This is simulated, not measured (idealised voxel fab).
process module | voxel self aligned contacts
cross-section cut | 255 nm wide | cells 5 nm
A cross-section is a grid of square cells, given in bands from the top down. A band is one or more rows of cells.
Each band's line starts with the height of the band's top and of its bottom, in nm. Then come its materials from left to right, each with its width in nm. One material with "throughout" fills the band from edge to edge. "air" is empty space.
Height 0 is the level under which the wafer as received is all one material. The lowest band goes on downwards, as in "0 down".
A width such as "30 to 40" changes by the same amount from each row of cells to the next, from the band's top row to its bottom row.
"no change" after a step means that no cell of the cross-section changed.
closed voids: empty space of 8 cells or more with no open way to the top, each as width x height at its distance from the left edge, in nm
after a step's settings: what the simulator itself notes on the step
overlay nm, on a step with a mask: how far to the right of its planned place the mask lay; to the left if negative
plan
1 op RECEIVE | material Si
2 op OXIDIZE | depth nm 5
3 op DIRECTIONAL_DEP | material polySi | thk nm 25
4 op DIRECTIONAL_DEP | material SiN | thk nm 20
5 op MASKED_ETCH | tone cover | mask id GATE | width nm 35 | pitch nm 70 | etch materials SiN | depth nm 20 | overlay nm -15
6 op MASKED_ETCH | tone cover | mask id GATE | width nm 35 | pitch nm 70 | etch materials polySi | depth nm 25 | overlay nm 0
7 op CONFORMAL_DEP | material SiN | thk nm 5
8 op DIRECTIONAL_ETCH | etch materials SiN | depth nm 5
9 op FILL_DEP | material SiO2 | thk nm 10
10 op CMP | height nm 50
11 op DIRECTIONAL_DEP | material aC | thk nm 10
12 op PATTERN | tone open | mask id CONTACT | material resist | width nm 45 | thk nm 30 | overlay nm 0
13 op DIRECTIONAL_ETCH | etch materials aC | depth nm 10
14 op STRIP | etch materials resist
15 op DIRECTIONAL_ETCH | etch materials SiO2 | depth nm 55
16 op STRIP | etch materials aC
17 op CONFORMAL_DEP | material TiN | thk nm 5
18 op FILL_DEP | material W | thk nm 5
19 op CMP | height nm 50
20 op CONFORMAL_DEP | material SiCN | thk nm 5
varied across the wafers: overlay nm of step 5. The plan shows the first wafer's value. All wafers start alike
first wafer as received, after step 1
  0 down: Si throughout
  closed voids: none
first wafer at the end, after step 20
  55 to 50: SiCN throughout
  50 to 45: SiO2 105 | TiN 5 | W 10 | TiN 30 | SiO2 105
  45 to 30: SiO2 55 | SiN 45 | SiO2 5 | TiN 5 | W 10 | TiN 5 | SiN 45 | SiO2 85
  30 to 25: SiO2 55 | SiN 45 | SiO2 5 | TiN 20 | SiN 45 | SiO2 85
  25 to 0: SiO2 55 | SiN 5 | polySi 50 | SiN 5 | TiN 10 | SiN 5 | polySi 50 | SiN 5 | SiO2 70
  0 to -5: SiO2 115 | TiN 10 | SiO2 130
  -5 down: Si throughout
  closed voids: none
last wafer at the end
  55 to 50: SiCN throughout
  50 to 45: SiO2 105 | TiN 30 | W 10 | TiN 5 | SiO2 105
  45 to 30: SiO2 85 | SiN 45 | TiN 5 | W 10 | TiN 5 | SiO2 5 | SiN 45 | SiO2 55
  30 to 25: SiO2 85 | SiN 45 | TiN 20 | SiO2 5 | SiN 45 | SiO2 55
  25 to 0: SiO2 70 | SiN 5 | polySi 50 | SiN 5 | TiN 10 | SiN 5 | polySi 50 | SiN 5 | SiO2 55
  0 to -5: SiO2 130 | TiN 10 | SiO2 115
  -5 down: Si throughout
  closed voids: none
each wafer at the end: cells of each material gained (+) or lost (-) since it was received, then its closed voids
overlay nm -15 | -51 Si | +51 SiCN | +92 SiN | +332 SiO2 | +29 TiN | +8 W | +100 polySi | closed voids: none
overlay nm -10 | -51 Si | +51 SiCN | +92 SiN | +332 SiO2 | +29 TiN | +18 W | +90 polySi | closed voids: none
overlay nm -5 | -51 Si | +51 SiCN | +92 SiN | +336 SiO2 | +29 TiN | +24 W | +80 polySi | closed voids: none
overlay nm 0 | -51 Si | +51 SiCN | +92 SiN | +340 SiO2 | +29 TiN | +30 W | +70 polySi | closed voids: none
overlay nm 5 | -51 Si | +51 SiCN | +92 SiN | +336 SiO2 | +29 TiN | +24 W | +80 polySi | closed voids: none
overlay nm 10 | -51 Si | +51 SiCN | +92 SiN | +332 SiO2 | +29 TiN | +18 W | +90 polySi | closed voids: none
overlay nm 15 | -51 Si | +51 SiCN | +92 SiN | +332 SiO2 | +29 TiN | +8 W | +100 polySi | closed voids: none
